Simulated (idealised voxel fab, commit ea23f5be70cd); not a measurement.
Process module name: voxel air gaps
Xsec cut, 275 nm wide, square cell size 5 nm.
For the purposes of this document, a cross-section shall be understood as a grid of square cells, specified as bands listed in top-to-bottom order, each band consisting of one or more rows of cells.
Top, bottom (nm), then materials left to right with widths (nm); lone material tagged "all across" fills the whole band edge to edge; "air" = empty space.
Counting heights begins at 0, where everything beneath is, in the wafer as received, one material. The lowest band has no bottom; it goes on downwards, as "0 and below" shows.
A width such as "30..40" changes by the same amount from each row of cells to the next, from the band's top row to its bottom row.
Step note "nothing different" = no cross-section cell changed.
If an empty space has no open way to the top and is at least 8 cells in size, "Enclosed internal cavities" lists it, written width x height at distance, where distance is measured from the left edge and every value is in nm.
Heads up: the bit after the settings on a step's line is the simulator's remark on that step.
A step line may carry the setting "overlay nm", which, for steps involving a mask, states the distance by which the mask lay to the right of its intended position; negative values denote displacement to the left.
Listed below are the process steps as planned
step 1: RECEIVE,material Si
step 2: CONFORMAL_DEP,material SiO2,thk nm 10
step 3: CONFORMAL_DEP,material SiN,thk nm 5
step 4: DIRECTIONAL_DEP,material SiO2,thk nm 35
step 5: MASKED_ETCH,tone open,mask id LINES,width nm 15,pitch nm 50,etch materials SiO2,depth nm 35,overlay nm 0
step 6: CONFORMAL_DEP,material TiN,thk nm 5
step 7: FILL_DEP,material W,thk nm 10
step 8: CMP,height nm 50
step 9: EPI,material Ru,thk nm 10
step 10: SELECTIVE_ETCH,etch materials SiO2,depth nm 45
step 11: CONFORMAL_DEP,material SiN,thk nm 5
All wafers enter the flow in the same state. The width nm at step 5 differs from wafer to wafer, and the plan gives the value for the first wafer.
The first of several wafers in cross-section, exactly as it reached us after step 1
	0 and below | Si all across
	Enclosed internal cavities: none
After the module's final step, step 11: the first of several wafers in cross-section
	65 down to 60 | 40 air | 45 SiN | 5 air | 45 SiN | 5 air | 45 SiN | 5 air | 45 SiN | 40 air
	60 down to 50 | 40 air | 5 SiN | 35 Ru | 5 SiN | 5 air | 5 SiN | 35 Ru | 5 SiN | 5 air | 5 SiN | 35 Ru | 5 SiN | 5 air | 5 SiN | 35 Ru | 5 SiN | 40 air
	50 down to 45 | 40 air | 15 SiN | 5 TiN | 5 W | 5 TiN | 15 SiN | 5 air | 15 SiN | 5 TiN | 5 W | 5 TiN | 15 SiN | 5 air | 15 SiN | 5 TiN | 5 W | 5 TiN | 15 SiN | 5 air | 15 SiN | 5 TiN | 5 W | 5 TiN | 15 SiN | 40 air
	45 down to 20 | 50 air | 5 SiN | 5 TiN | 5 W | 5 TiN | 5 SiN | 25 air | 5 SiN | 5 TiN | 5 W | 5 TiN | 5 SiN | 25 air | 5 SiN | 5 TiN | 5 W | 5 TiN | 5 SiN | 25 air | 5 SiN | 5 TiN | 5 W | 5 TiN | 5 SiN | 50 air
	20 down to 15 | 55 SiN | 15 TiN | 35 SiN | 15 TiN | 35 SiN | 15 TiN | 35 SiN | 15 TiN | 55 SiN
	15 down to 10 | SiN all across
	10 down to 0 | SiO2 all across
	0 and below | Si all across
	Enclosed internal cavities: none
Showing the last wafer in cross-section at the end of the module
	65 down to 60 | 30 air | 215 SiN | 30 air
	60 down to 50 | 30 air | 5 SiN | 205 Ru | 5 SiN | 30 air
	50 down to 45 | 30 air | 15 SiN | 5 TiN | 25 W | 5 TiN | 15 SiO2 | 5 TiN | 25 W | 5 TiN | 15 SiO2 | 5 TiN | 25 W | 5 TiN | 15 SiO2 | 5 TiN | 25 W | 5 TiN | 15 SiN | 30 air
	45 down to 20 | 40 air | 5 SiN | 5 TiN | 25 W | 5 TiN | 15 SiO2 | 5 TiN | 25 W | 5 TiN | 15 SiO2 | 5 TiN | 25 W | 5 TiN | 15 SiO2 | 5 TiN | 25 W | 5 TiN | 5 SiN | 40 air
	20 down to 15 | 45 SiN | 35 TiN | 15 SiO2 | 35 TiN | 15 SiO2 | 35 TiN | 15 SiO2 | 35 TiN | 45 SiN
	15 down to 10 | SiN all across
	10 down to 0 | SiO2 all across
	0 and below | Si all across
	Enclosed internal cavities: none
What follows is a table in which each wafer occupies a row; for the wafer as it stands at the close of the module, the row states, material by material, how many cells have been gained (+) or lost (-) since receipt, and then gives its closed voids
width nm 15, +56 Ru, +214 SiN, +110 SiO2, +60 TiN, +24 W, Enclosed internal cavities: none
width nm 20, +64 Ru, +214 SiN, +110 SiO2, +64 TiN, +48 W, Enclosed internal cavities: 20 x 25 at 75; 20 x 25 at 125; 20 x 25 at 175
width nm 25, +72 Ru, +202 SiN, +110 SiO2, +68 TiN, +72 W, Enclosed internal cavities: 15 x 25 at 80; 15 x 25 at 130; 15 x 25 at 180
width nm 30, +80 Ru, +136 SiN, +194 SiO2, +72 TiN, +96 W, Enclosed internal cavities: none
width nm 35, +82 Ru, +136 SiN, +173 SiO2, +76 TiN, +120 W, Enclosed internal cavities: none
